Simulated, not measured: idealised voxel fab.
Presented below is a process module, voxel self aligned vias.
Section shown: cut. Width: 300 nm. Cell size: 5 nm, square.
Think of the cross-section as a grid of square cells. We describe it in bands, top to bottom, and each band covers one or more rows of those cells. Look at the band entry: it leads with the top's height and the bottom's height in nm. Then it lists the materials left to right, with a width in nm for each. The word "edge to edge" on a single material says that material fills the band edge to edge. The word "blank" is empty space. Note: height 0 marks the level under which the wafer is uniformly one material as received. Lowest band unbounded below, written "top 0, no bottom". A two-number width, for instance "30 to 40", indicates that the width is equal to the first number in the top row of the band and to the second number in the bottom row, and that it changes by a constant amount per row of cells. "no change occurred" means the step left every cell of the cross-section as it was. "Non-vented voids" - sealed voids, min. 8 cells, no opening to top; format: width x height at distance (distance from left edge; nm throughout). Past the settings on a step's line: simulator remark, on that step. "overlay nm" on a masked step: distance the mask lay right of its planned place, negative for left. Below you will find pairs of cross-sections. In each, one shows the wafer before one process step and the other after it, with the after view ending at the lowest band that changed. Under each pair is the step separating them, along with its settings. Do not assume the pairs form a chain: they can come from different runs of this module on the same starting wafer, and a pair continues from the pair above it only when its "Before step" entry says so.
Before step
* top 0, no bottom: Si edge to edge
* Non-vented voids: none
Cross-Section After Step
* top 10, bottom 0: SiO2 edge to edge
* At heights below 0, the structure remains unaltered.
* Non-vented voids: none
Processing between the before and after sections above: CONFORMAL_DEP,material SiO2,thk nm 10
Before step: Reference is made to the cross-section shown after the step in the pair directly above, which represents the state prior to this step.
Cross-Section After Step
* top 15, bottom 10: SiCN edge to edge
* At heights below 10, the structure remains unaltered.
* Non-vented voids: none
Processing between the before and after sections above: CONFORMAL_DEP,material SiCN,thk nm 5
Before step: Reference is made to the cross-section shown after the step in the pair directly above, which represents the state prior to this step.
Cross-Section After Step
* top 40, bottom 15: SiO2 edge to edge
* At heights below 15, the structure remains unaltered.
* Non-vented voids: none
Processing between the before and after sections above: DIRECTIONAL_DEP,material SiO2,thk nm 25
Before step: Reference is made to the cross-section shown after the step in the pair directly above, which represents the state prior to this step.
Cross-Section After Step
* top 55, bottom 40: aC edge to edge
* At heights below 40, the structure remains unaltered.
* Non-vented voids: none
Processing between the before and after sections above: DIRECTIONAL_DEP,material aC,thk nm 15
Before step: Reference is made to the cross-section shown after the step in the pair directly above, which represents the state prior to this step.
Cross-Section After Step
* top 85, bottom 55: resist (75); blank (30); resist (30); blank (30); resist (30); blank (30); resist (75)
* At heights below 55, the structure remains unaltered.
* Non-vented voids: none
Processing between the before and after sections above: PATTERN,tone open,mask id LINES,material resist,width nm 30,pitch nm 60,thk nm 30,overlay nm 0
Before step: Reference is made to the cross-section shown after the step in the pair directly above, which represents the state prior to this step.
Cross-Section After Step
* top 70, bottom 55: resist (75); blank (30); resist (30); blank (30); resist (30); blank (30); resist (75)
* top 55, bottom 40: aC (75); blank (30); aC (30); blank (30); aC (30); blank (30); aC (75)
* At heights below 40, the structure remains unaltered.
* Non-vented voids: none
Processing between the before and after sections above: DIRECTIONAL_ETCH,etch materials aC,depth nm 15
Before step: Reference is made to the cross-section shown after the step in the pair directly above, which represents the state prior to this step.
Cross-Section After Step
* top 55, bottom 40: aC (75); blank (30); aC (30); blank (30); aC (30); blank (30); aC (75)
* At heights below 40, the structure remains unaltered.
* Non-vented voids: none
Processing between the before and after sections above: STRIP,etch materials resist
Before step: Reference is made to the cross-section shown after the step in the pair directly above, which represents the state prior to this step.
Cross-Section After Step
* top 55, bottom 40: aC (75); blank (30); aC (30); blank (30); aC (30); blank (30); aC (75)
* top 40, bottom 15: SiO2 (75); blank (30); SiO2 (30); blank (30); SiO2 (30); blank (30); SiO2 (75)
* At heights below 15, the structure remains unaltered.
* Non-vented voids: none
Processing between the before and after sections above: DIRECTIONAL_ETCH,etch materials SiO2,depth nm 25
Before step: Reference is made to the cross-section shown after the step in the pair directly above, which represents the state prior to this step.
Cross-Section After Step
* top 40, bottom 15: SiO2 (75); blank (30); SiO2 (30); blank (30); SiO2 (30); blank (30); SiO2 (75)
* At heights below 15, the structure remains unaltered.
* Non-vented voids: none
Processing between the before and after sections above: STRIP,etch materials aC
Before step: Reference is made to the cross-section shown after the step in the pair directly above, which represents the state prior to this step.
Cross-Section After Step
* top 45, bottom 40: TiN (80); blank (20); TiN (40); blank (20); TiN (40); blank (20); TiN (80)
* top 40, bottom 20: SiO2 (75); TiN (5); blank (20); TiN (5); SiO2 (30); TiN (5); blank (20); TiN (5); SiO2 (30); TiN (5); blank (20); TiN (5); SiO2 (75)
* top 20, bottom 15: SiO2 (75); TiN (30); SiO2 (30); TiN (30); SiO2 (30); TiN (30); SiO2 (75)
* At heights below 15, the structure remains unaltered.
* Non-vented voids: none
Processing between the before and after sections above: CONFORMAL_DEP,material TiN,thk nm 5
Before step: Reference is made to the cross-section shown after the step in the pair directly above, which represents the state prior to this step.
Cross-Section After Step
* top 50, bottom 45: W edge to edge
* top 45, bottom 40: TiN (80); W (20); TiN (40); W (20); TiN (40); W (20); TiN (80)
* top 40, bottom 20: SiO2 (75); TiN (5); W (20); TiN (5); SiO2 (30); TiN (5); W (20); TiN (5); SiO2 (30); TiN (5); W (20); TiN (5); SiO2 (75)
* At heights below 20, the structure remains unaltered.
* Non-vented voids: none
Processing between the before and after sections above: FILL_DEP,material W,thk nm 5
Before step: Reference is made to the cross-section shown after the step in the pair directly above, which represents the state prior to this step.
Cross-Section After Step
* top 40, bottom 20: SiO2 (75); TiN (5); W (20); TiN (5); SiO2 (30); TiN (5); W (20); TiN (5); SiO2 (30); TiN (5); W (20); TiN (5); SiO2 (75)
* At heights below 20, the structure remains unaltered.
* Non-vented voids: none
Processing between the before and after sections above: CMP,height nm 40
Before step: Reference is made to the cross-section shown after the step in the pair directly above, which represents the state prior to this step.
Cross-Section After Step
* top 40, bottom 30: SiO2 (75); blank (30); SiO2 (30); blank (30); SiO2 (30); blank (30); SiO2 (75)
* At heights below 30, the structure remains unaltered.
* Non-vented voids: none
Processing between the before and after sections above: SELECTIVE_ETCH,etch materials W Ru TiN,depth nm 10
Before step: Reference is made to the cross-section shown after the step in the pair directly above, which represents the state prior to this step.
Cross-Section After Step
* top 50, bottom 40: SiN edge to edge
* top 40, bottom 30: SiO2 (75); SiN (30); SiO2 (30); SiN (30); SiO2 (30); SiN (30); SiO2 (75)
* At heights below 30, the structure remains unaltered.
* Non-vented voids: none
Processing between the before and after sections above: FILL_DEP,material SiN,thk nm 10
Before step: Reference is made to the cross-section shown after the step in the pair directly above, which represents the state prior to this step.
Cross-Section After Step
* top 40, bottom 30: SiO2 (75); SiN (30); SiO2 (30); SiN (30); SiO2 (30); SiN (30); SiO2 (75)
* At heights below 30, the structure remains unaltered.
* Non-vented voids: none
Processing between the before and after sections above: CMP,height nm 40
Before step: Reference is made to the cross-section shown after the step in the pair directly above, which represents the state prior to this step.
Cross-Section After Step
* top 60, bottom 40: SiO2 edge to edge
* At heights below 40, the structure remains unaltered.
* Non-vented voids: none
Processing between the before and after sections above: DIRECTIONAL_DEP,material SiO2,thk nm 20
Before step: Reference is made to the cross-section shown after the step in the pair directly above, which represents the state prior to this step.
Cross-Section After Step
* top 60, bottom 40: SiO2 (70); blank (40); SiO2 (80); blank (40); SiO2 (70)
* At heights below 40, the structure remains unaltered.
* Non-vented voids: none
Processing between the before and after sections above: MASKED_ETCH,tone open,mask id VIAS,width nm 40,pitch nm 120,etch materials SiO2,depth nm 20,overlay nm 0
Before step: Reference is made to the cross-section shown after the step in the pair directly above, which represents the state prior to this step.
Cross-Section After Step
* top 60, bottom 40: SiO2 (70); blank (40); SiO2 (80); blank (40); SiO2 (70)
* top 40, bottom 30: SiO2 (75); blank (30); SiO2 (30); SiN (30); SiO2 (30); blank (30); SiO2 (75)
* At heights below 30, the structure remains unaltered.
* Non-vented voids: none
Processing between the before and after sections above: MASKED_ETCH,tone open,mask id VIAS,width nm 40,pitch nm 120,etch materials SiN,depth nm 10,overlay nm 0
Before step: Reference is made to the cross-section shown after the step in the pair directly above, which represents the state prior to this step.
Cross-Section After Step
* top 65, bottom 60: TiN (75); blank (30); TiN (90); blank (30); TiN (75)
* top 60, bottom 45: SiO2 (70); TiN (5); blank (30); TiN (5); SiO2 (80); TiN (5); blank (30); TiN (5); SiO2 (70)
* top 45, bottom 40: SiO2 (70); TiN (10); blank (20); TiN (10); SiO2 (80); TiN (10); blank (20); TiN (10); SiO2 (70)
* top 40, bottom 35: SiO2 (75); TiN (5); blank (20); TiN (5); SiO2 (30); SiN (30); SiO2 (30); TiN (5); blank (20); TiN (5); SiO2 (75)
* top 35, bottom 30: SiO2 (75); TiN (30); SiO2 (30); SiN (30); SiO2 (30); TiN (30); SiO2 (75)
* At heights below 30, the structure remains unaltered.
* Non-vented voids: none
Processing between the before and after sections above: CONFORMAL_DEP,material TiN,thk nm 5
Before step: Reference is made to the cross-section shown after the step in the pair directly above, which represents the state prior to this step.
Cross-Section After Step
* top 70, bottom 65: W edge to edge
* top 65, bottom 60: TiN (75); W (30); TiN (90); W (30); TiN (75)
* top 60, bottom 45: SiO2 (70); TiN (5); W (30); TiN (5); SiO2 (80); TiN (5); W (30); TiN (5); SiO2 (70)
* top 45, bottom 40: SiO2 (70); TiN (10); W (20); TiN (10); SiO2 (80); TiN (10); W (20); TiN (10); SiO2 (70)
* top 40, bottom 35: SiO2 (75); TiN (5); W (20); TiN (5); SiO2 (30); SiN (30); SiO2 (30); TiN (5); W (20); TiN (5); SiO2 (75)
* At heights below 35, the structure remains unaltered.
* Non-vented voids: none
Processing between the before and after sections above: FILL_DEP,material W,thk nm 5
Before step: Reference is made to the cross-section shown after the step in the pair directly above, which represents the state prior to this step.
Cross-Section After Step
* top 60, bottom 45: SiO2 (70); TiN (5); W (30); TiN (5); SiO2 (80); TiN (5); W (30); TiN (5); SiO2 (70)
* At heights below 45, the structure remains unaltered.
* Non-vented voids: none
Processing between the before and after sections above: CMP,height nm 60
Before step: Reference is made to the cross-section shown after the step in the pair directly above, which represents the state prior to this step.
Cross-Section After Step
* top 65, bottom 60: SiN edge to edge
* At heights below 60, the structure remains unaltered.
* Non-vented voids: none
Processing between the before and after sections above: CONFORMAL_DEP,material SiN,thk nm 5
Before step
* top 0, no bottom: Si edge to edge
* Non-vented voids: none
Cross-Section After Step
* top 5, bottom 0: SiCN edge to edge
* At heights below 0, the structure remains unaltered.
* Non-vented voids: none
Processing between the before and after sections above: CONFORMAL_DEP,material SiCN,thk nm 5
Before step: Reference is made to the cross-section shown after the step in the pair directly above, which represents the state prior to this step.
Cross-Section After Step
* top 30, bottom 5: SiO2 edge to edge
* At heights below 5, the structure remains unaltered.
* Non-vented voids: none
Processing between the before and after sections above: DIRECTIONAL_DEP,material SiO2,thk nm 25
Before step: Reference is made to the cross-section shown after the step in the pair directly above, which represents the state prior to this step.
Cross-Section After Step
* top 45, bottom 30: aC edge to edge
* At heights below 30, the structure remains unaltered.
* Non-vented voids: none
Processing between the before and after sections above: DIRECTIONAL_DEP,material aC,thk nm 15
Before step: Reference is made to the cross-section shown after the step in the pair directly above, which represents the state prior to this step.
Cross-Section After Step
* top 75, bottom 45: resist (75); blank (30); resist (30); blank (30); resist (30); blank (30); resist (75)
* At heights below 45, the structure remains unaltered.
* Non-vented voids: none
Processing between the before and after sections above: PATTERN,tone open,mask id LINES,material resist,width nm 30,pitch nm 60,thk nm 30,overlay nm 0
Before step: Reference is made to the cross-section shown after the step in the pair directly above, which represents the state prior to this step.
Cross-Section After Step
* top 60, bottom 45: resist (75); blank (30); resist (30); blank (30); resist (30); blank (30); resist (75)
* top 45, bottom 30: aC (75); blank (30); aC (30); blank (30); aC (30); blank (30); aC (75)
* At heights below 30, the structure remains unaltered.
* Non-vented voids: none
Processing between the before and after sections above: DIRECTIONAL_ETCH,etch materials aC,depth nm 15
Before step: Reference is made to the cross-section shown after the step in the pair directly above, which represents the state prior to this step.
Cross-Section After Step
* top 45, bottom 30: aC (75); blank (30); aC (30); blank (30); aC (30); blank (30); aC (75)
* At heights below 30, the structure remains unaltered.
* Non-vented voids: none
Processing between the before and after sections above: STRIP,etch materials resist
Before step: Reference is made to the cross-section shown after the step in the pair directly above, which represents the state prior to this step.
Cross-Section After Step
* top 45, bottom 30: aC (75); blank (30); aC (30); blank (30); aC (30); blank (30); aC (75)
* top 30, bottom 5: SiO2 (75); blank (30); SiO2 (30); blank (30); SiO2 (30); blank (30); SiO2 (75)
* At heights below 5, the structure remains unaltered.
* Non-vented voids: none
Processing between the before and after sections above: DIRECTIONAL_ETCH,etch materials SiO2,depth nm 25
Before step: Reference is made to the cross-section shown after the step in the pair directly above, which represents the state prior to this step.
Cross-Section After Step
* top 30, bottom 5: SiO2 (75); blank (30); SiO2 (30); blank (30); SiO2 (30); blank (30); SiO2 (75)
* At heights below 5, the structure remains unaltered.
* Non-vented voids: none
Processing between the before and after sections above: STRIP,etch materials aC
Before step: Reference is made to the cross-section shown after the step in the pair directly above, which represents the state prior to this step.
Cross-Section After Step
* top 35, bottom 30: TiN (80); blank (20); TiN (40); blank (20); TiN (40); blank (20); TiN (80)
* top 30, bottom 10: SiO2 (75); TiN (5); blank (20); TiN (5); SiO2 (30); TiN (5); blank (20); TiN (5); SiO2 (30); TiN (5); blank (20); TiN (5); SiO2 (75)
* top 10, bottom 5: SiO2 (75); TiN (30); SiO2 (30); TiN (30); SiO2 (30); TiN (30); SiO2 (75)
* At heights below 5, the structure remains unaltered.
* Non-vented voids: none
Processing between the before and after sections above: CONFORMAL_DEP,material TiN,thk nm 5
Before step: Reference is made to the cross-section shown after the step in the pair directly above, which represents the state prior to this step.
Cross-Section After Step
* top 40, bottom 35: W edge to edge
* top 35, bottom 30: TiN (80); W (20); TiN (40); W (20); TiN (40); W (20); TiN (80)
* top 30, bottom 10: SiO2 (75); TiN (5); W (20); TiN (5); SiO2 (30); TiN (5); W (20); TiN (5); SiO2 (30); TiN (5); W (20); TiN (5); SiO2 (75)
* At heights below 10, the structure remains unaltered.
* Non-vented voids: none
Processing between the before and after sections above: FILL_DEP,material W,thk nm 5
Before step: Reference is made to the cross-section shown after the step in the pair directly above, which represents the state prior to this step.
Cross-Section After Step
* top 30, bottom 10: SiO2 (75); TiN (5); W (20); TiN (5); SiO2 (30); TiN (5); W (20); TiN (5); SiO2 (30); TiN (5); W (20); TiN (5); SiO2 (75)
* At heights below 10, the structure remains unaltered.
* Non-vented voids: none
Processing between the before and after sections above: SELECTIVE_ETCH,etch materials W Ru TiN,depth nm 10
Before step: Reference is made to the cross-section shown after the step in the pair directly above, which represents the state prior to this step.
Cross-Section After Step
* top 40, bottom 30: SiN edge to edge
* At heights below 30, the structure remains unaltered.
* Non-vented voids: none
Processing between the before and after sections above: FILL_DEP,material SiN,thk nm 10
Before step: Reference is made to the cross-section shown after the step in the pair directly above, which represents the state prior to this step.
Cross-Section After Step
* top 60, bottom 40: SiO2 edge to edge
* At heights below 40, the structure remains unaltered.
* Non-vented voids: none
Processing between the before and after sections above: DIRECTIONAL_DEP,material SiO2,thk nm 20
Before step: Reference is made to the cross-section shown after the step in the pair directly above, which represents the state prior to this step.
Cross-Section After Step
* top 60, bottom 40: SiO2 (70); blank (40); SiO2 (80); blank (40); SiO2 (70)
* At heights below 40, the structure remains unaltered.
* Non-vented voids: none
Processing between the before and after sections above: MASKED_ETCH,tone open,mask id VIAS,width nm 40,pitch nm 120,etch materials SiO2,depth nm 20,overlay nm 0
Before step: Reference is made to the cross-section shown after the step in the pair directly above, which represents the state prior to this step.
Cross-Section After Step
* top 60, bottom 40: SiO2 (70); blank (40); SiO2 (80); blank (40); SiO2 (70)
* top 40, bottom 30: SiN (70); blank (40); SiN (80); blank (40); SiN (70)
* At heights below 30, the structure remains unaltered.
* Non-vented voids: none
Processing between the before and after sections above: MASKED_ETCH,tone open,mask id VIAS,width nm 40,pitch nm 120,etch materials SiN,depth nm 10,overlay nm 0
Before step: Reference is made to the cross-section shown after the step in the pair directly above, which represents the state prior to this step.
Cross-Section After Step
* top 65, bottom 60: TiN (75); blank (30); TiN (90); blank (30); TiN (75)
* top 60, bottom 40: SiO2 (70); TiN (5); blank (30); TiN (5); SiO2 (80); TiN (5); blank (30); TiN (5); SiO2 (70)
* top 40, bottom 35: SiN (70); TiN (5); blank (30); TiN (5); SiN (80); TiN (5); blank (30); TiN (5); SiN (70)
* top 35, bottom 30: SiN (70); TiN (40); SiN (80); TiN (40); SiN (70)
* At heights below 30, the structure remains unaltered.
* Non-vented voids: none
Processing between the before and after sections above: CONFORMAL_DEP,material TiN,thk nm 5
Before step: Reference is made to the cross-section shown after the step in the pair directly above, which represents the state prior to this step.
Cross-Section After Step
* top 70, bottom 65: W edge to edge
* top 65, bottom 60: TiN (75); W (30); TiN (90); W (30); TiN (75)
* top 60, bottom 40: SiO2 (70); TiN (5); W (30); TiN (5); SiO2 (80); TiN (5); W (30); TiN (5); SiO2 (70)
* top 40, bottom 35: SiN (70); TiN (5); W (30); TiN (5); SiN (80); TiN (5); W (30); TiN (5); SiN (70)
* At heights below 35, the structure remains unaltered.
* Non-vented voids: none
Processing between the before and after sections above: FILL_DEP,material W,thk nm 5
Before step: Reference is made to the cross-section shown after the step in the pair directly above, which represents the state prior to this step.
Cross-Section After Step
* top 60, bottom 40: SiO2 (70); TiN (5); W (30); TiN (5); SiO2 (80); TiN (5); W (30); TiN (5); SiO2 (70)
* At heights below 40, the structure remains unaltered.
* Non-vented voids: none
Processing between the before and after sections above: CMP,height nm 60
Before step: Reference is made to the cross-section shown after the step in the pair directly above, which represents the state prior to this step.
Cross-Section After Step
* top 65, bottom 60: SiN edge to edge
* At heights below 60, the structure remains unaltered.
* Non-vented voids: none
Processing between the before and after sections above: CONFORMAL_DEP,material SiN,thk nm 5
Before step
* top 60, bottom 40: SiO2 (70); blank (40); SiO2 (80); blank (40); SiO2 (70)
* top 40, bottom 30: SiO2 (75); SiN (30); SiO2 (30); SiN (30); SiO2 (30); SiN (30); SiO2 (75)
* top 30, bottom 20: SiO2 (75); TiN (5); W (20); TiN (5); SiO2 (30); TiN (5); W (20); TiN (5); SiO2 (30); TiN (5); W (20); TiN (5); SiO2 (75)
* top 20, bottom 15: SiO2 (75); TiN (30); SiO2 (30); TiN (30); SiO2 (30); TiN (30); SiO2 (75)
* top 15, bottom 10: SiCN edge to edge
* top 10, bottom 0: SiO2 edge to edge
* top 0, no bottom: Si edge to edge
* Non-vented voids: none
Cross-Section After Step
* top 60, bottom 40: SiO2 (70); blank (40); SiO2 (80); blank (40); SiO2 (70)
* top 40, bottom 30: SiO2 (70); blank (5); SiN (30); blank (5); SiO2 (25); SiN (30); SiO2 (25); blank (5); SiN (30); blank (5); SiO2 (70)
* top 30, bottom 20: SiO2 (70); blank (5); TiN (5); W (20); TiN (5); blank (5); SiO2 (25); TiN (5); W (20); TiN (5); SiO2 (25); blank (5); TiN (5); W (20); TiN (5); blank (5); SiO2 (70)
* At heights below 20, the structure remains unaltered.
* Non-vented voids: none
Processing between the before and after sections above: MASKED_ETCH,tone open,mask id VIAS,width nm 40,pitch nm 120,etch materials SiO2,depth nm 20,overlay nm 0
Before step: Reference is made to the cross-section shown after the step in the pair directly above, which represents the state prior to this step.
Cross-Section After Step
* top 60, bottom 40: SiO2 (70); blank (40); SiO2 (80); blank (40); SiO2 (70)
* top 40, bottom 30: SiO2 (70); blank (40); SiO2 (25); SiN (30); SiO2 (25); blank (40); SiO2 (70)
* At heights below 30, the structure remains unaltered.
* Non-vented voids: none
Processing between the before and after sections above: MASKED_ETCH,tone open,mask id VIAS,width nm 40,pitch nm 120,etch materials SiN,depth nm 10,overlay nm 0
Before step: Reference is made to the cross-section shown after the step in the pair directly above, which represents the state prior to this step.
Cross-Section After Step
* top 65, bottom 60: TiN (75); blank (30); TiN (90); blank (30); TiN (75)
* top 60, bottom 40: SiO2 (70); TiN (5); blank (30); TiN (5); SiO2 (80); TiN (5); blank (30); TiN (5); SiO2 (70)
* top 40, bottom 35: SiO2 (70); TiN (5); blank (30); TiN (5); SiO2 (25); SiN (30); SiO2 (25); TiN (5); blank (30); TiN (5); SiO2 (70)
* top 35, bottom 30: SiO2 (70); TiN (40); SiO2 (25); SiN (30); SiO2 (25); TiN (40); SiO2 (70)
* top 30, bottom 20: SiO2 (70); TiN (10); W (20); TiN (10); SiO2 (25); TiN (5); W (20); TiN (5); SiO2 (25); TiN (10); W (20); TiN (10); SiO2 (70)
* At heights below 20, the structure remains unaltered.
* Non-vented voids: none
Processing between the before and after sections above: CONFORMAL_DEP,material TiN,thk nm 5
Before step: Reference is made to the cross-section shown after the step in the pair directly above, which represents the state prior to this step.
Cross-Section After Step
* top 70, bottom 65: W edge to edge
* top 65, bottom 60: TiN (75); W (30); TiN (90); W (30); TiN (75)
* top 60, bottom 40: SiO2 (70); TiN (5); W (30); TiN (5); SiO2 (80); TiN (5); W (30); TiN (5); SiO2 (70)
* top 40, bottom 35: SiO2 (70); TiN (5); W (30); TiN (5); SiO2 (25); SiN (30); SiO2 (25); TiN (5); W (30); TiN (5); SiO2 (70)
* At heights below 35, the structure remains unaltered.
* Non-vented voids: none
Processing between the before and after sections above: FILL_DEP,material W,thk nm 5
Before step: Reference is made to the cross-section shown after the step in the pair directly above, which represents the state prior to this step.
Cross-Section After Step
* top 60, bottom 40: SiO2 (70); TiN (5); W (30); TiN (5); SiO2 (80); TiN (5); W (30); TiN (5); SiO2 (70)
* At heights below 40, the structure remains unaltered.
* Non-vented voids: none
Processing between the before and after sections above: CMP,height nm 60
Before step: Reference is made to the cross-section shown after the step in the pair directly above, which represents the state prior to this step.
Cross-Section After Step
* top 65, bottom 60: SiN edge to edge
* At heights below 60, the structure remains unaltered.
* Non-vented voids: none
Processing between the before and after sections above: CONFORMAL_DEP,material SiN,thk nm 5
Before step
* top 40, bottom 30: SiO2 (75); SiN (30); SiO2 (30); SiN (30); SiO2 (30); SiN (30); SiO2 (75)
* top 30, bottom 20: SiO2 (75); TiN (5); W (20); TiN (5); SiO2 (30); TiN (5); W (20); TiN (5); SiO2 (30); TiN (5); W (20); TiN (5); SiO2 (75)
* top 20, bottom 15: SiO2 (75); TiN (30); SiO2 (30); TiN (30); SiO2 (30); TiN (30); SiO2 (75)
* top 15, bottom 10: SiCN edge to edge
* top 10, bottom 0: SiO2 edge to edge
* top 0, no bottom: Si edge to edge
* Non-vented voids: none
Cross-Section After Step
* top 40, bottom 30: SiO2 (70); blank (5); SiN (30); blank (5); SiO2 (25); SiN (30); SiO2 (25); blank (5); SiN (30); blank (5); SiO2 (70)
* top 30, bottom 20: SiO2 (70); blank (5); TiN (5); W (20); TiN (5); blank (5); SiO2 (25); TiN (5); W (20); TiN (5); SiO2 (25); blank (5); TiN (5); W (20); TiN (5); blank (5); SiO2 (70)
* At heights below 20, the structure remains unaltered.
* Non-vented voids: none
Processing between the before and after sections above: MASKED_ETCH,tone open,mask id VIAS,width nm 40,pitch nm 120,etch materials SiO2,depth nm 20,overlay nm 0
Before step: Reference is made to the cross-section shown after the step in the pair directly above, which represents the state prior to this step.
Cross-Section After Step
* top 60, bottom 40: SiO2 (70); blank (5); SiO2 (30); blank (5); SiO2 (80); blank (5); SiO2 (30); blank (5); SiO2 (70)
* top 40, bottom 30: SiO2 (75); SiN (30); SiO2 (30); SiN (30); SiO2 (30); SiN (30); SiO2 (75)
* top 30, bottom 20: SiO2 (75); TiN (5); W (20); TiN (5); SiO2 (30); TiN (5); W (20); TiN (5); SiO2 (30); TiN (5); W (20); TiN (5); SiO2 (75)
* At heights below 20, the structure remains unaltered.
* Non-vented voids: none
Processing between the before and after sections above: DIRECTIONAL_DEP,material SiO2,thk nm 20
Before step: Reference is made to the cross-section shown after the step in the pair directly above, which represents the state prior to this step.
Cross-Section After Step
* top 65, bottom 60: TiN edge to edge
* top 60, bottom 40: SiO2 (70); TiN (5); SiO2 (30); TiN (5); SiO2 (80); TiN (5); SiO2 (30); TiN (5); SiO2 (70)
* At heights below 40, the structure remains unaltered.
* Non-vented voids: none
Processing between the before and after sections above: CONFORMAL_DEP,material TiN,thk nm 5
Before step: Reference is made to the cross-section shown after the step in the pair directly above, which represents the state prior to this step.
Cross-Section After Step
* top 70, bottom 65: W edge to edge
* At heights below 65, the structure remains unaltered.
* Non-vented voids: none
Processing between the before and after sections above: FILL_DEP,material W,thk nm 5
Before step: Reference is made to the cross-section shown after the step in the pair directly above, which represents the state prior to this step.
Cross-Section After Step
* top 60, bottom 40: SiO2 (70); TiN (5); SiO2 (30); TiN (5); SiO2 (80); TiN (5); SiO2 (30); TiN (5); SiO2 (70)
* At heights below 40, the structure remains unaltered.
* Non-vented voids: none
Processing between the before and after sections above: CMP,height nm 60
Before step: Reference is made to the cross-section shown after the step in the pair directly above, which represents the state prior to this step.
Cross-Section After Step
* top 65, bottom 60: SiN edge to edge
* At heights below 60, the structure remains unaltered.
* Non-vented voids: none
Processing between the before and after sections above: CONFORMAL_DEP,material SiN,thk nm 5
Before step
* top 15, bottom 10: SiCN edge to edge
* top 10, bottom 0: SiO2 edge to edge
* top 0, no bottom: Si edge to edge
* Non-vented voids: none
Cross-Section After Step
* top 35, bottom 15: SiO2 edge to edge
* At heights below 15, the structure remains unaltered.
* Non-vented voids: none
Processing between the before and after sections above: DIRECTIONAL_DEP,material SiO2,thk nm 20
Before step: Reference is made to the cross-section shown after the step in the pair directly above, which represents the state prior to this step.
Cross-Section After Step
* top 50, bottom 35: aC edge to edge
* At heights below 35, the structure remains unaltered.
* Non-vented voids: none
Processing between the before and after sections above: DIRECTIONAL_DEP,material aC,thk nm 15
Before step: Reference is made to the cross-section shown after the step in the pair directly above, which represents the state prior to this step.
Cross-Section After Step
* top 80, bottom 50: resist (75); blank (30); resist (30); blank (30); resist (30); blank (30); resist (75)
* At heights below 50, the structure remains unaltered.
* Non-vented voids: none
Processing between the before and after sections above: PATTERN,tone open,mask id LINES,material resist,width nm 30,pitch nm 60,thk nm 30,overlay nm 0
Before step: Reference is made to the cross-section shown after the step in the pair directly above, which represents the state prior to this step.
Cross-Section After Step
* top 65, bottom 50: resist (75); blank (30); resist (30); blank (30); resist (30); blank (30); resist (75)
* top 50, bottom 35: aC (75); blank (30); aC (30); blank (30); aC (30); blank (30); aC (75)
* At heights below 35, the structure remains unaltered.
* Non-vented voids: none
Processing between the before and after sections above: DIRECTIONAL_ETCH,etch materials aC,depth nm 15
Before step: Reference is made to the cross-section shown after the step in the pair directly above, which represents the state prior to this step.
Cross-Section After Step
* top 50, bottom 35: aC (75); blank (30); aC (30); blank (30); aC (30); blank (30); aC (75)
* At heights below 35, the structure remains unaltered.
* Non-vented voids: none
Processing between the before and after sections above: STRIP,etch materials resist
Before step: Reference is made to the cross-section shown after the step in the pair directly above, which represents the state prior to this step.
Cross-Section After Step
* top 50, bottom 35: aC (75); blank (30); aC (30); blank (30); aC (30); blank (30); aC (75)
* top 35, bottom 15: SiO2 (75); blank (30); SiO2 (30); blank (30); SiO2 (30); blank (30); SiO2 (75)
* At heights below 15, the structure remains unaltered.
* Non-vented voids: none
Processing between the before and after sections above: DIRECTIONAL_ETCH,etch materials SiO2,depth nm 25
Before step: Reference is made to the cross-section shown after the step in the pair directly above, which represents the state prior to this step.
Cross-Section After Step
* top 35, bottom 15: SiO2 (75); blank (30); SiO2 (30); blank (30); SiO2 (30); blank (30); SiO2 (75)
* At heights below 15, the structure remains unaltered.
* Non-vented voids: none
Processing between the before and after sections above: STRIP,etch materials aC
Before step: Reference is made to the cross-section shown after the step in the pair directly above, which represents the state prior to this step.
Cross-Section After Step
* top 40, bottom 35: TiN (80); blank (20); TiN (40); blank (20); TiN (40); blank (20); TiN (80)
* top 35, bottom 20: SiO2 (75); TiN (5); blank (20); TiN (5); SiO2 (30); TiN (5); blank (20); TiN (5); SiO2 (30); TiN (5); blank (20); TiN (5); SiO2 (75)
* top 20, bottom 15: SiO2 (75); TiN (30); SiO2 (30); TiN (30); SiO2 (30); TiN (30); SiO2 (75)
* At heights below 15, the structure remains unaltered.
* Non-vented voids: none
Processing between the before and after sections above: CONFORMAL_DEP,material TiN,thk nm 5
Before step: Reference is made to the cross-section shown after the step in the pair directly above, which represents the state prior to this step.
Cross-Section After Step
* top 45, bottom 40: W edge to edge
* top 40, bottom 35: TiN (80); W (20); TiN (40); W (20); TiN (40); W (20); TiN (80)
* top 35, bottom 20: SiO2 (75); TiN (5); W (20); TiN (5); SiO2 (30); TiN (5); W (20); TiN (5); SiO2 (30); TiN (5); W (20); TiN (5); SiO2 (75)
* At heights below 20, the structure remains unaltered.
* Non-vented voids: none
Processing between the before and after sections above: FILL_DEP,material W,thk nm 5
Before step: Reference is made to the cross-section shown after the step in the pair directly above, which represents the state prior to this step.
Cross-Section After Step
* top 40, bottom 35: TiN (80); W (20); TiN (40); W (20); TiN (40); W (20); TiN (80)
* At heights below 35, the structure remains unaltered.
* Non-vented voids: none
Processing between the before and after sections above: CMP,height nm 40
Before step: Reference is made to the cross-section shown after the step in the pair directly above, which represents the state prior to this step.
Cross-Section After Step
* top 35, bottom 30: SiO2 (75); blank (30); SiO2 (30); blank (30); SiO2 (30); blank (30); SiO2 (75)
* At heights below 30, the structure remains unaltered.
* Non-vented voids: none
Processing between the before and after sections above: SELECTIVE_ETCH,etch materials W Ru TiN,depth nm 10
Before step: Reference is made to the cross-section shown after the step in the pair directly above, which represents the state prior to this step.
Cross-Section After Step
* top 45, bottom 35: SiN edge to edge
* top 35, bottom 30: SiO2 (75); SiN (30); SiO2 (30); SiN (30); SiO2 (30); SiN (30); SiO2 (75)
* At heights below 30, the structure remains unaltered.
* Non-vented voids: none
Processing between the before and after sections above: FILL_DEP,material SiN,thk nm 10
Before step: Reference is made to the cross-section shown after the step in the pair directly above, which represents the state prior to this step.
Cross-Section After Step
* top 40, bottom 35: SiN edge to edge
* At heights below 35, the structure remains unaltered.
* Non-vented voids: none
Processing between the before and after sections above: CMP,height nm 40
Before step: Reference is made to the cross-section shown after the step in the pair directly above, which represents the state prior to this step.
Cross-Section After Step
* top 60, bottom 40: SiO2 edge to edge
* At heights below 40, the structure remains unaltered.
* Non-vented voids: none
Processing between the before and after sections above: DIRECTIONAL_DEP,material SiO2,thk nm 20
